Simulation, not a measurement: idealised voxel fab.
process module | voxel quadruple lines
cross-section cut | 280 nm wide | cells 5 nm
A cross-section is a grid of square cells, given in bands from the top down. A band is one or more rows of cells.
Each band's line starts with the height of the band's top and of its bottom, in nm. Then come its materials from left to right, each with its width in nm. One material with "throughout" fills the band from edge to edge. "air" is empty space.
Height 0 is the level under which the wafer as received is all one material. The lowest band goes on downwards, as in "0 down".
A width such as "30 to 40" changes by the same amount from each row of cells to the next, from the band's top row to its bottom row.
"no change" after a step means that no cell of the cross-section changed.
closed voids: empty space of 8 cells or more with no open way to the top, each as width x height at its distance from the left edge, in nm
after a step's settings: what the simulator itself notes on the step
overlay nm, on a step with a mask: how far to the right of its planned place the mask lay; to the left if negative
plan
1 op RECEIVE | material Si
2 op CONFORMAL_DEP | material Al2O3 | thk nm 5
3 op DIRECTIONAL_DEP | material Ru | thk nm 10
4 op DIRECTIONAL_DEP | material polySi | thk nm 20
5 op DIRECTIONAL_DEP | material aC | thk nm 20
6 op PATTERN | tone cover | mask id MANDREL | material resist | width nm 20 | thk nm 25 | overlay nm 0
7 op DIRECTIONAL_ETCH | etch materials aC | depth nm 20
8 op STRIP | etch materials resist
9 op CONFORMAL_DEP | material SiO2 | thk nm 10
10 op DIRECTIONAL_ETCH | etch materials SiO2 | depth nm 10
11 op STRIP | etch materials aC
12 op DIRECTIONAL_ETCH | etch materials polySi | depth nm 20
13 op STRIP | etch materials SiO2
14 op CONFORMAL_DEP | material SiCN | thk nm 5
15 op DIRECTIONAL_ETCH | etch materials SiCN | depth nm 5
16 op STRIP | etch materials polySi
17 op DIRECTIONAL_ETCH | etch materials Ru | depth nm 10
18 op STRIP | etch materials SiCN
19 op FILL_DEP | material lowk | thk nm 10
20 op CMP | height nm 15
first wafer, as planned
as received, after step 1
  0 down: Si throughout
  closed voids: none
after step 2
  5 to 0: Al2O3 throughout
  below 0: unchanged
after step 3
  15 to 5: Ru throughout
  below 5: unchanged
after step 4
  35 to 15: polySi throughout
  below 15: unchanged
after step 5
  55 to 35: aC throughout
  below 35: unchanged
after step 6
  80 to 55: air 130 | resist 20 | air 130
  below 55: unchanged
after step 7
  60 to 55: air 130 | resist 20 | air 130
  55 to 35: air 130 | aC 20 | air 130
  below 35: unchanged
after step 8
  55 to 35: air 130 | aC 20 | air 130
  below 35: unchanged
after step 9
  65 to 55: air 120 | SiO2 40 | air 120
  55 to 45: air 120 | SiO2 10 | aC 20 | SiO2 10 | air 120
  45 to 35: SiO2 130 | aC 20 | SiO2 130
  below 35: unchanged
after step 10
  55 to 35: air 120 | SiO2 10 | aC 20 | SiO2 10 | air 120
  below 35: unchanged
after step 11
  55 to 35: air 120 | SiO2 10 | air 20 | SiO2 10 | air 120
  below 35: unchanged
after step 12
  55 to 35: air 120 | SiO2 10 | air 20 | SiO2 10 | air 120
  35 to 15: air 120 | polySi 10 | air 20 | polySi 10 | air 120
  below 15: unchanged
after step 13
  35 to 15: air 120 | polySi 10 | air 20 | polySi 10 | air 120
  below 15: unchanged
after step 14
  40 to 35: air 115 | SiCN 20 | air 10 | SiCN 20 | air 115
  35 to 20: air 115 | SiCN 5 | polySi 10 | SiCN 5 | air 10 | SiCN 5 | polySi 10 | SiCN 5 | air 115
  20 to 15: SiCN 120 | polySi 10 | SiCN 20 | polySi 10 | SiCN 120
  below 15: unchanged
after step 15
  35 to 15: air 115 | SiCN 5 | polySi 10 | SiCN 5 | air 10 | SiCN 5 | polySi 10 | SiCN 5 | air 115
  below 15: unchanged
after step 16
  35 to 15: air 115 | SiCN 5 | air 10 | SiCN 5 | air 10 | SiCN 5 | air 10 | SiCN 5 | air 115
  below 15: unchanged
after step 17
  35 to 15: air 115 | SiCN 5 | air 10 | SiCN 5 | air 10 | SiCN 5 | air 10 | SiCN 5 | air 115
  15 to 5: air 115 | Ru 5 | air 10 | Ru 5 | air 10 | Ru 5 | air 10 | Ru 5 | air 115
  below 5: unchanged
after step 18
  15 to 5: air 115 | Ru 5 | air 10 | Ru 5 | air 10 | Ru 5 | air 10 | Ru 5 | air 115
  below 5: unchanged
after step 19
  25 to 15: lowk throughout
  15 to 5: lowk 115 | Ru 5 | lowk 10 | Ru 5 | lowk 10 | Ru 5 | lowk 10 | Ru 5 | lowk 115
  below 5: unchanged
after step 20
  15 to 5: lowk 115 | Ru 5 | lowk 10 | Ru 5 | lowk 10 | Ru 5 | lowk 10 | Ru 5 | lowk 115
  below 5: unchanged
second wafer: like start, like plan, one mistake. Through step 5 it matches the first wafer
when step 6 should have ended
  80 to 55: air 135 | resist 15 | air 130
  below 55: unchanged
when step 7 should have ended
  60 to 55: air 135 | resist 15 | air 130
  55 to 35: air 135 | aC 15 | air 130
  below 35: unchanged
when step 8 should have ended
  55 to 35: air 135 | aC 15 | air 130
  below 35: unchanged
when step 9 should have ended
  65 to 55: air 125 | SiO2 35 | air 120
  55 to 45: air 125 | SiO2 10 | aC 15 | SiO2 10 | air 120
  45 to 35: SiO2 135 | aC 15 | SiO2 130
  below 35: unchanged
when step 10 should have ended
  55 to 35: air 125 | SiO2 10 | aC 15 | SiO2 10 | air 120
  below 35: unchanged
when step 11 should have ended
  55 to 35: air 125 | SiO2 10 | air 15 | SiO2 10 | air 120
  below 35: unchanged
when step 12 should have ended
  55 to 35: air 125 | SiO2 10 | air 15 | SiO2 10 | air 120
  35 to 15: air 125 | polySi 10 | air 15 | polySi 10 | air 120
  below 15: unchanged
when step 13 should have ended
  35 to 15: air 125 | polySi 10 | air 15 | polySi 10 | air 120
  below 15: unchanged
when step 14 should have ended
  40 to 35: air 120 | SiCN 20 | air 5 | SiCN 20 | air 115
  35 to 20: air 120 | SiCN 5 | polySi 10 | SiCN 5 | air 5 | SiCN 5 | polySi 10 | SiCN 5 | air 115
  20 to 15: SiCN 125 | polySi 10 | SiCN 15 | polySi 10 | SiCN 120
  below 15: unchanged
when step 15 should have ended
  35 to 15: air 120 | SiCN 5 | polySi 10 | SiCN 5 | air 5 | SiCN 5 | polySi 10 | SiCN 5 | air 115
  below 15: unchanged
when step 16 should have ended
  35 to 15: air 120 | SiCN 5 | air 10 | SiCN 5 | air 5 | SiCN 5 | air 10 | SiCN 5 | air 115
  below 15: unchanged
when step 17 should have ended
  35 to 15: air 120 | SiCN 5 | air 10 | SiCN 5 | air 5 | SiCN 5 | air 10 | SiCN 5 | air 115
  15 to 5: air 120 | Ru 5 | air 10 | Ru 5 | air 5 | Ru 5 | air 10 | Ru 5 | air 115
  below 5: unchanged
when step 18 should have ended
  15 to 5: air 120 | Ru 5 | air 10 | Ru 5 | air 5 | Ru 5 | air 10 | Ru 5 | air 115
  below 5: unchanged
when step 19 should have ended
  25 to 15: lowk throughout
  15 to 5: lowk 120 | Ru 5 | lowk 10 | Ru 5 | lowk 5 | Ru 5 | lowk 10 | Ru 5 | lowk 115
  below 5: unchanged
when step 20 should have ended
  15 to 5: lowk 120 | Ru 5 | lowk 10 | Ru 5 | lowk 5 | Ru 5 | lowk 10 | Ru 5 | lowk 115
  below 5: unchanged
what went wrong: step 6 ran as: op PATTERN | tone cover | mask id MANDREL | material resist | width nm 15 | thk nm 25 | overlay nm 0
at the end the second wafer has, in cells: as many of each material as the first, in other places
